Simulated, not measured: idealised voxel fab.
Name of the process module below: voxel tone inversion
We display cut, a cross-section 265 nm in width whose square cells are each 5 nm.
Cross-section layout: square cells on a grid; listed as bands, top to bottom; a band spans one or more cell rows.
Top height, bottom height, nm. Materials left to right, width each, nm. Single material + "everywhere" = fills band edge to edge. "air" = empty.
Zero point of the height axis is 0; under it, received wafer = one material. Lowest band: continues down indefinitely, "from 0 down".
A width such as "30..40" changes by the same amount from each row of cells to the next, from the band's top row to its bottom row.
Take "no modification" at face value: in the step it is given for, the cross-section changed in none of its cells.
"Completely sealed voids" enumerates empty spaces isolated from the top, with no open way to it, that contain at least 8 cells, giving each as width x height at distance from the left edge, all three in nm.
That trailing text on a step's line, after the settings, is the simulator's own remark on the step.
overlay nm: right-of-plan distance of the mask on a masked step; negative values mean left-of-plan.

# The process steps that were planned are listed below
1: RECEIVE: material Si
2: CONFORMAL_DEP: material SiCN, thk nm 5
3: DIRECTIONAL_DEP: material aC, thk nm 20
4: PATTERN: tone cover, mask id POSTS, material resist, width nm 20, pitch nm 45, thk nm 25, overlay nm -15
5: DIRECTIONAL_ETCH: etch materials aC, depth nm 20
6: STRIP: etch materials resist
7: FILL_DEP: material lowk, thk nm 5
8: CMP: height nm 25
9: STRIP: etch materials aC
10: CONFORMAL_DEP: material TiN, thk nm 5
11: FILL_DEP: material Ru, thk nm 5
12: CMP: height nm 25
13: CONFORMAL_DEP: material SiCN, thk nm 5
The plan's step 4 overlay nm is the first wafer's value; the wafers differ in this setting and start identical.

# First of several wafers (as received, post step 1), cross-sectional view
  from 0 down | Si everywhere
  Completely sealed voids: none

# Wafer cross-section (first of several) - module end, post step 13 (last step)
  from 30 to 25 | SiCN everywhere
  from 25 to 10 | lowk: 60 / TiN: 5 / Ru: 10 / TiN: 5 / lowk: 25 / TiN: 5 / Ru: 10 / TiN: 5 / lowk: 25 / TiN: 5 / Ru: 10 / TiN: 5 / lowk: 95
  from 10 to 5 | lowk: 60 / TiN: 20 / lowk: 25 / TiN: 20 / lowk: 25 / TiN: 20 / lowk: 95
  from 5 to 0 | SiCN everywhere
  from 0 down | Si everywhere
  Completely sealed voids: none

# Cross-sectional view, end of module, last wafer of several
  from 30 to 25 | SiCN everywhere
  from 25 to 10 | lowk: 90 / TiN: 5 / Ru: 10 / TiN: 5 / lowk: 25 / TiN: 5 / Ru: 10 / TiN: 5 / lowk: 25 / TiN: 5 / Ru: 10 / TiN: 5 / lowk: 65
  from 10 to 5 | lowk: 90 / TiN: 20 / lowk: 25 / TiN: 20 / lowk: 25 / TiN: 20 / lowk: 65
  from 5 to 0 | SiCN everywhere
  from 0 down | Si everywhere
  Completely sealed voids: none

# The following table contains a row per wafer, in which are reported, at the conclusion of the module, the cells of each material gained (+) or lost (-) since the wafer's receipt, with its closed voids given thereafter
overlay nm -15; +18 Ru; +106 SiCN; +30 TiN; +164 lowk; Completely sealed voids: none
overlay nm -10; +18 Ru; +106 SiCN; +30 TiN; +164 lowk; Completely sealed voids: none
overlay nm -5; +18 Ru; +106 SiCN; +30 TiN; +164 lowk; Completely sealed voids: none
overlay nm 0; +18 Ru; +106 SiCN; +30 TiN; +164 lowk; Completely sealed voids: none
overlay nm 5; +18 Ru; +106 SiCN; +30 TiN; +164 lowk; Completely sealed voids: none
overlay nm 10; +18 Ru; +106 SiCN; +30 TiN; +164 lowk; Completely sealed voids: none
overlay nm 15; +18 Ru; +106 SiCN; +30 TiN; +164 lowk; Completely sealed voids: none
